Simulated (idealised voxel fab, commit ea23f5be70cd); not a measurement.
A process module follows: voxel capacitor over wiring.
The cross-section on display is named cut; it measures 165 nm wide, and its cells are 5 nm squares.
If you're reading a cross-section in this doc, picture square cells in a grid; it comes to you as bands, top ones listed first down to the bottom, and a band can be one or more rows of cells.
Each band's line starts with the height of the band's top and of its bottom, in nm. Then come its materials from left to right, each with its width in nm. One material with "everywhere" fills the band from edge to edge. "blank" is empty space.
Basically, 0 is our baseline, since under it the wafer straight out of the box is all one material. The bottom band has no lower end and keeps on going down, so it looks like "0 nm and below".
The two numbers in a width such as "30 to 40" mark its ends across the band: the first belongs to the top row of cells, the second to the bottom row, and from each row to the next the width moves by the same amount.
"no modification" -> step changed no cross-section cell.
"Enclosed internal cavities": empty spaces of 8 cells or more with no open way to the top, each given as width x height at distance, distance from the left edge, all in nm.
On a step's line, text after the settings is the simulator commenting on that step.
The line of a step may include "overlay nm". On a step with a mask, this value is how far to the right of its planned place the mask lay. A negative value means the mask lay to the left.

### These are the steps we planned for the process
1) op RECEIVE | material Si
2) op CONFORMAL_DEP | material SiO2 | thk nm 10
3) op CONFORMAL_DEP | material SiN | thk nm 5
4) op DIRECTIONAL_DEP | material lowk | thk nm 20
5) op DIRECTIONAL_DEP | material aC | thk nm 15
6) op PATTERN | tone open | mask id METAL_1 | material resist | width nm 20 | pitch nm 90 | thk nm 35 | overlay nm 0
7) op DIRECTIONAL_ETCH | etch materials aC | depth nm 15
8) op STRIP | etch materials resist
9) op DIRECTIONAL_ETCH | etch materials lowk | depth nm 20
10) op DIRECTIONAL_ETCH | etch materials SiN | depth nm 5
11) op STRIP | etch materials aC
12) op CONFORMAL_DEP | material TiN | thk nm 5
13) op FILL_DEP | material Cu | thk nm 5
14) op CMP | height nm 35
15) op CONFORMAL_DEP | material SiCN | thk nm 5
16) op DIRECTIONAL_DEP | material lowk | thk nm 20
17) op PATTERN | tone open | mask id PLUG_1 | material resist | width nm 15 | thk nm 15 | overlay nm 0
18) op DIRECTIONAL_ETCH | etch materials lowk | depth nm 20
19) op DIRECTIONAL_ETCH | etch materials SiCN | depth nm 5
20) op STRIP | etch materials resist
21) op EPI | material Ru | thk nm 10
22) op EPI | material Ru | thk nm 10
23) op EPI | material Ru | thk nm 5
24) op DIRECTIONAL_DEP | material TiN | thk nm 5
25) op DIRECTIONAL_DEP | material HfO2 | thk nm 5
26) op DIRECTIONAL_DEP | material TiN | thk nm 5
27) op MASKED_ETCH | tone cover | mask id UPPER_PLATE | width nm 75 | etch materials TiN | depth nm 5 | overlay nm 0
28) op MASKED_ETCH | tone cover | mask id UPPER_PLATE | width nm 75 | etch materials HfO2 | depth nm 5 | overlay nm 0
29) op PATTERN | tone cover | mask id LOWER_PLATE | material resist | width nm 85 | thk nm 20 | overlay nm 0
30) op DIRECTIONAL_ETCH | etch materials TiN | depth nm 5
31) op STRIP | etch materials resist
32) op FILL_DEP | material SiO2 | thk nm 15
33) op CMP | height nm 85
34) op DIRECTIONAL_DEP | material aC | thk nm 10
35) op PATTERN | tone open | mask id PLUG_2 | material resist | width nm 15 | thk nm 30 | overlay nm 0
36) op DIRECTIONAL_ETCH | etch materials aC | depth nm 10
37) op STRIP | etch materials resist
38) op DIRECTIONAL_ETCH | etch materials SiO2 | depth nm 10
39) op STRIP | etch materials aC
40) op CONFORMAL_DEP | material TiN | thk nm 5
41) op FILL_DEP | material Cu | thk nm 10
42) op CMP | height nm 85
43) op CONFORMAL_DEP | material SiCN | thk nm 5
varied across the wafers: thk nm of step 15. The plan shows the first wafer's value. All wafers start alike

### Cross-section of the first of several received wafers, showing its state after step 1
* 0 nm and below | Si everywhere
* Enclosed internal cavities: none

### First wafer of several, cross-section, module end, after step 43 (last)
* 90 nm to 85 nm | SiCN everywhere
* 85 nm to 80 nm | SiO2 40 nm, then TiN 5 nm, then Cu 5 nm, then TiN 5 nm, then SiO2 110 nm
* 80 nm to 70 nm | SiO2 40 to 30 nm, then TiN 15 to 75 nm, then SiO2 110 to 60 nm
* 70 nm to 65 nm | SiO2 30 nm, then HfO2 75 nm, then SiO2 60 nm
* 65 nm to 60 nm | SiO2 25 nm, then TiN 85 nm, then SiO2 55 nm
* 60 nm to 40 nm | lowk 30 nm, then Ru 15 nm, then lowk 120 nm
* 40 nm to 35 nm | SiCN 30 nm, then Ru 15 nm, then SiCN 120 nm
* 35 nm to 15 nm | lowk 25 nm, then TiN 5 nm, then Cu 10 nm, then TiN 5 nm, then lowk 70 nm, then TiN 5 nm, then Cu 10 nm, then TiN 5 nm, then lowk 30 nm
* 15 nm to 10 nm | SiN 25 nm, then TiN 20 nm, then SiN 70 nm, then TiN 20 nm, then SiN 30 nm
* 10 nm to 0 nm | SiO2 everywhere
* 0 nm and below | Si everywhere
* Enclosed internal cavities: none

### X-section, last wafer, module end
* 90 nm to 85 nm | SiCN everywhere
* 85 nm to 80 nm | SiO2 40 nm, then TiN 5 nm, then HfO2 60 nm, then SiO2 60 nm
* 80 nm to 75 nm | SiO2 25 nm, then TiN 5 nm, then SiO2 10 nm, then TiN 70 nm, then SiO2 55 nm
* 75 nm to 65 nm | lowk 30 nm, then SiO2 15 nm, then lowk 120 nm
* 65 nm to 60 nm | lowk 30 nm, then TiN 15 nm, then lowk 120 nm
* 60 nm to 55 nm | lowk 30 nm, then HfO2 15 nm, then lowk 120 nm
* 55 nm to 50 nm | SiCN 30 nm, then TiN 15 nm, then SiCN 120 nm
* 50 nm to 35 nm | SiCN everywhere
* 35 nm to 15 nm | lowk 25 nm, then TiN 5 nm, then Cu 10 nm, then TiN 5 nm, then lowk 70 nm, then TiN 5 nm, then Cu 10 nm, then TiN 5 nm, then lowk 30 nm
* 15 nm to 10 nm | SiN 25 nm, then TiN 20 nm, then SiN 70 nm, then TiN 20 nm, then SiN 30 nm
* 10 nm to 0 nm | SiO2 everywhere
* 0 nm and below | Si everywhere
* Enclosed internal cavities: none

### End of module, by wafer: material-by-material cell gain (+) or loss (-) since receipt, then closed voids
thk nm 5 | +17 Cu | +15 HfO2 | +15 Ru | +63 SiCN | +25 SiN | +178 SiO2 | +61 TiN | +220 lowk | Enclosed internal cavities: none
thk nm 10 | +16 Cu | +15 HfO2 | +96 SiCN | +25 SiN | +162 SiO2 | +60 TiN | +220 lowk | Enclosed internal cavities: none
thk nm 15 | +16 Cu | +15 HfO2 | +129 SiCN | +25 SiN | +131 SiO2 | +58 TiN | +220 lowk | Enclosed internal cavities: none
thk nm 20 | +16 Cu | +15 HfO2 | +162 SiCN | +25 SiN | +110 SiO2 | +46 TiN | +220 lowk | Enclosed internal cavities: none
